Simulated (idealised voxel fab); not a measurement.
process module | voxel gate over fins
cross-section cut | 295 nm wide | cells 5 nm
A cross-section is a grid of square cells, given in bands from the top down. A band is one or more rows of cells.
Each band's line starts with the height of the band's top and of its bottom, in nm. Then come its materials from left to right, each with its width in nm. One material with "throughout" fills the band from edge to edge. "air" is empty space.
Height 0 is the level under which the wafer as received is all one material. The lowest band goes on downwards, as in "0 down".
A width such as "30 to 40" changes by the same amount from each row of cells to the next, from the band's top row to its bottom row.
"no change" after a step means that no cell of the cross-section changed.
closed voids: empty space of 8 cells or more with no open way to the top, each as width x height at its distance from the left edge, in nm
after a step's settings: what the simulator itself notes on the step
overlay nm, on a step with a mask: how far to the right of its planned place the mask lay; to the left if negative
plan
1 op RECEIVE | material Si
2 op CONFORMAL_DEP | material SiN | thk nm 5
3 op PATTERN | tone cover | mask id FINS | material resist | width nm 15 | pitch nm 35 | thk nm 15 | overlay nm 0
4 op DIRECTIONAL_ETCH | etch materials SiN | depth nm 5
5 op DIRECTIONAL_ETCH | etch materials Si | depth nm 40
6 op STRIP | etch materials resist
7 op FILL_DEP | material SiO2 | thk nm 5
8 op CMP | height nm 5
9 op SELECTIVE_ETCH | etch materials SiO2 | depth nm 20
10 op STRIP | etch materials SiN
11 op CONFORMAL_DEP | material HfO2 | thk nm 5
12 op CONFORMAL_DEP | material TiN | thk nm 5
13 op CONFORMAL_DEP | material TiAl | thk nm 5
14 op CONFORMAL_DEP | material TiN | thk nm 5
15 op FILL_DEP | material W | thk nm 15
16 op CMP | height nm 30
17 op CONFORMAL_DEP | material SiCN | thk nm 10
first wafer, as planned
as received, after step 1
  0 down: Si throughout
  closed voids: none
after step 2
  5 to 0: SiN throughout
  below 0: unchanged
after step 3
  20 to 5: air 85 | resist 15 | air 20 | resist 15 | air 20 | resist 15 | air 20 | resist 15 | air 90
  below 5: unchanged
after step 4
  20 to 5: air 85 | resist 15 | air 20 | resist 15 | air 20 | resist 15 | air 20 | resist 15 | air 90
  5 to 0: air 85 | SiN 15 | air 20 | SiN 15 | air 20 | SiN 15 | air 20 | SiN 15 | air 90
  below 0: unchanged
after step 5
  20 to 5: air 85 | resist 15 | air 20 | resist 15 | air 20 | resist 15 | air 20 | resist 15 | air 90
  5 to 0: air 85 | SiN 15 | air 20 | SiN 15 | air 20 | SiN 15 | air 20 | SiN 15 | air 90
  0 to -40: air 85 | Si 15 | air 20 | Si 15 | air 20 | Si 15 | air 20 | Si 15 | air 90
  below -40: unchanged
after step 6
  5 to 0: air 85 | SiN 15 | air 20 | SiN 15 | air 20 | SiN 15 | air 20 | SiN 15 | air 90
  below 0: unchanged
after step 7
  10 to 5: SiO2 throughout
  5 to 0: SiO2 85 | SiN 15 | SiO2 20 | SiN 15 | SiO2 20 | SiN 15 | SiO2 20 | SiN 15 | SiO2 90
  0 to -40: SiO2 85 | Si 15 | SiO2 20 | Si 15 | SiO2 20 | Si 15 | SiO2 20 | Si 15 | SiO2 90
  below -40: unchanged
after step 8
  5 to 0: SiO2 85 | SiN 15 | SiO2 20 | SiN 15 | SiO2 20 | SiN 15 | SiO2 20 | SiN 15 | SiO2 90
  below 0: unchanged
after step 9
  5 to 0: air 85 | SiN 15 | air 20 | SiN 15 | air 20 | SiN 15 | air 20 | SiN 15 | air 90
  0 to -15: air 85 | Si 15 | air 20 | Si 15 | air 20 | Si 15 | air 20 | Si 15 | air 90
  below -15: unchanged
after step 10
  0 to -15: air 85 | Si 15 | air 20 | Si 15 | air 20 | Si 15 | air 20 | Si 15 | air 90
  below -15: unchanged
after step 11
  5 to 0: air 80 | HfO2 25 | air 10 | HfO2 25 | air 10 | HfO2 25 | air 10 | HfO2 25 | air 85
  0 to -10: air 80 | HfO2 5 | Si 15 | HfO2 5 | air 10 | HfO2 5 | Si 15 | HfO2 5 | air 10 | HfO2 5 | Si 15 | HfO2 5 | air 10 | HfO2 5 | Si 15 | HfO2 5 | air 85
  -10 to -15: HfO2 85 | Si 15 | HfO2 20 | Si 15 | HfO2 20 | Si 15 | HfO2 20 | Si 15 | HfO2 90
  below -15: unchanged
after step 12
  10 to 5: air 75 | TiN 140 | air 80
  5 to 0: air 75 | TiN 5 | HfO2 25 | TiN 10 | HfO2 25 | TiN 10 | HfO2 25 | TiN 10 | HfO2 25 | TiN 5 | air 80
  0 to -5: air 75 | TiN 5 | HfO2 5 | Si 15 | HfO2 5 | TiN 10 | HfO2 5 | Si 15 | HfO2 5 | TiN 10 | HfO2 5 | Si 15 | HfO2 5 | TiN 10 | HfO2 5 | Si 15 | HfO2 5 | TiN 5 | air 80
  -5 to -10: TiN 80 | HfO2 5 | Si 15 | HfO2 5 | TiN 10 | HfO2 5 | Si 15 | HfO2 5 | TiN 10 | HfO2 5 | Si 15 | HfO2 5 | TiN 10 | HfO2 5 | Si 15 | HfO2 5 | TiN 85
  below -10: unchanged
after step 13
  15 to 10: air 70 | TiAl 150 | air 75
  10 to 5: air 70 | TiAl 5 | TiN 140 | TiAl 5 | air 75
  5 to 0: air 70 | TiAl 5 | TiN 5 | HfO2 25 | TiN 10 | HfO2 25 | TiN 10 | HfO2 25 | TiN 10 | HfO2 25 | TiN 5 | TiAl 5 | air 75
  0 to -5: TiAl 75 | TiN 5 | HfO2 5 | Si 15 | HfO2 5 | TiN 10 | HfO2 5 | Si 15 | HfO2 5 | TiN 10 | HfO2 5 | Si 15 | HfO2 5 | TiN 10 | HfO2 5 | Si 15 | HfO2 5 | TiN 5 | TiAl 80
  below -5: unchanged
after step 14
  20 to 15: air 65 | TiN 160 | air 70
  15 to 10: air 65 | TiN 5 | TiAl 150 | TiN 5 | air 70
  10 to 5: air 65 | TiN 5 | TiAl 5 | TiN 140 | TiAl 5 | TiN 5 | air 70
  5 to 0: TiN 70 | TiAl 5 | TiN 5 | HfO2 25 | TiN 10 | HfO2 25 | TiN 10 | HfO2 25 | TiN 10 | HfO2 25 | TiN 5 | TiAl 5 | TiN 75
  below 0: unchanged
after step 15
  35 to 20: W throughout
  20 to 15: W 65 | TiN 160 | W 70
  15 to 10: W 65 | TiN 5 | TiAl 150 | TiN 5 | W 70
  10 to 5: W 65 | TiN 5 | TiAl 5 | TiN 140 | TiAl 5 | TiN 5 | W 70
  below 5: unchanged
after step 16
  30 to 20: W throughout
  below 20: unchanged
after step 17
  40 to 30: SiCN throughout
  below 30: unchanged
second wafer: like start, like plan, one mistake. Through step 2 it matches the first wafer
when step 3 should have ended
  20 to 5: air 80 | resist 15 | air 20 | resist 15 | air 20 | resist 15 | air 20 | resist 15 | air 95
  below 5: unchanged
when step 4 should have ended
  20 to 5: air 80 | resist 15 | air 20 | resist 15 | air 20 | resist 15 | air 20 | resist 15 | air 95
  5 to 0: air 80 | SiN 15 | air 20 | SiN 15 | air 20 | SiN 15 | air 20 | SiN 15 | air 95
  below 0: unchanged
when step 5 should have ended
  20 to 5: air 80 | resist 15 | air 20 | resist 15 | air 20 | resist 15 | air 20 | resist 15 | air 95
  5 to 0: air 80 | SiN 15 | air 20 | SiN 15 | air 20 | SiN 15 | air 20 | SiN 15 | air 95
  0 to -40: air 80 | Si 15 | air 20 | Si 15 | air 20 | Si 15 | air 20 | Si 15 | air 95
  below -40: unchanged
when step 6 should have ended
  5 to 0: air 80 | SiN 15 | air 20 | SiN 15 | air 20 | SiN 15 | air 20 | SiN 15 | air 95
  below 0: unchanged
when step 7 should have ended
  10 to 5: SiO2 throughout
  5 to 0: SiO2 80 | SiN 15 | SiO2 20 | SiN 15 | SiO2 20 | SiN 15 | SiO2 20 | SiN 15 | SiO2 95
  0 to -40: SiO2 80 | Si 15 | SiO2 20 | Si 15 | SiO2 20 | Si 15 | SiO2 20 | Si 15 | SiO2 95
  below -40: unchanged
when step 8 should have ended
  5 to 0: SiO2 80 | SiN 15 | SiO2 20 | SiN 15 | SiO2 20 | SiN 15 | SiO2 20 | SiN 15 | SiO2 95
  below 0: unchanged
when step 9 should have ended
  5 to 0: air 80 | SiN 15 | air 20 | SiN 15 | air 20 | SiN 15 | air 20 | SiN 15 | air 95
  0 to -15: air 80 | Si 15 | air 20 | Si 15 | air 20 | Si 15 | air 20 | Si 15 | air 95
  below -15: unchanged
when step 10 should have ended
  0 to -15: air 80 | Si 15 | air 20 | Si 15 | air 20 | Si 15 | air 20 | Si 15 | air 95
  below -15: unchanged
when step 11 should have ended
  5 to 0: air 75 | HfO2 25 | air 10 | HfO2 25 | air 10 | HfO2 25 | air 10 | HfO2 25 | air 90
  0 to -10: air 75 | HfO2 5 | Si 15 | HfO2 5 | air 10 | HfO2 5 | Si 15 | HfO2 5 | air 10 | HfO2 5 | Si 15 | HfO2 5 | air 10 | HfO2 5 | Si 15 | HfO2 5 | air 90
  -10 to -15: HfO2 80 | Si 15 | HfO2 20 | Si 15 | HfO2 20 | Si 15 | HfO2 20 | Si 15 | HfO2 95
  below -15: unchanged
when step 12 should have ended
  10 to 5: air 70 | TiN 140 | air 85
  5 to 0: air 70 | TiN 5 | HfO2 25 | TiN 10 | HfO2 25 | TiN 10 | HfO2 25 | TiN 10 | HfO2 25 | TiN 5 | air 85
  0 to -5: air 70 | TiN 5 | HfO2 5 | Si 15 | HfO2 5 | TiN 10 | HfO2 5 | Si 15 | HfO2 5 | TiN 10 | HfO2 5 | Si 15 | HfO2 5 | TiN 10 | HfO2 5 | Si 15 | HfO2 5 | TiN 5 | air 85
  -5 to -10: TiN 75 | HfO2 5 | Si 15 | HfO2 5 | TiN 10 | HfO2 5 | Si 15 | HfO2 5 | TiN 10 | HfO2 5 | Si 15 | HfO2 5 | TiN 10 | HfO2 5 | Si 15 | HfO2 5 | TiN 90
  below -10: unchanged
when step 13 should have ended
  15 to 10: air 65 | TiAl 150 | air 80
  10 to 5: air 65 | TiAl 5 | TiN 140 | TiAl 5 | air 80
  5 to 0: air 65 | TiAl 5 | TiN 5 | HfO2 25 | TiN 10 | HfO2 25 | TiN 10 | HfO2 25 | TiN 10 | HfO2 25 | TiN 5 | TiAl 5 | air 80
  0 to -5: TiAl 70 | TiN 5 | HfO2 5 | Si 15 | HfO2 5 | TiN 10 | HfO2 5 | Si 15 | HfO2 5 | TiN 10 | HfO2 5 | Si 15 | HfO2 5 | TiN 10 | HfO2 5 | Si 15 | HfO2 5 | TiN 5 | TiAl 85
  below -5: unchanged
when step 14 should have ended
  20 to 15: air 60 | TiN 160 | air 75
  15 to 10: air 60 | TiN 5 | TiAl 150 | TiN 5 | air 75
  10 to 5: air 60 | TiN 5 | TiAl 5 | TiN 140 | TiAl 5 | TiN 5 | air 75
  5 to 0: TiN 65 | TiAl 5 | TiN 5 | HfO2 25 | TiN 10 | HfO2 25 | TiN 10 | HfO2 25 | TiN 10 | HfO2 25 | TiN 5 | TiAl 5 | TiN 80
  below 0: unchanged
when step 15 should have ended
  35 to 20: W throughout
  20 to 15: W 60 | TiN 160 | W 75
  15 to 10: W 60 | TiN 5 | TiAl 150 | TiN 5 | W 75
  10 to 5: W 60 | TiN 5 | TiAl 5 | TiN 140 | TiAl 5 | TiN 5 | W 75
  below 5: unchanged
when step 16 should have ended
  30 to 20: W throughout
  below 20: unchanged
when step 17 should have ended
  40 to 30: SiCN throughout
  below 30: unchanged
what went wrong: step 3 ran as: op PATTERN | tone cover | mask id FINS | material resist | width nm 15 | pitch nm 35 | thk nm 15 | overlay nm -5
at the end the second wafer has, in cells: as many of each material as the first, in other places
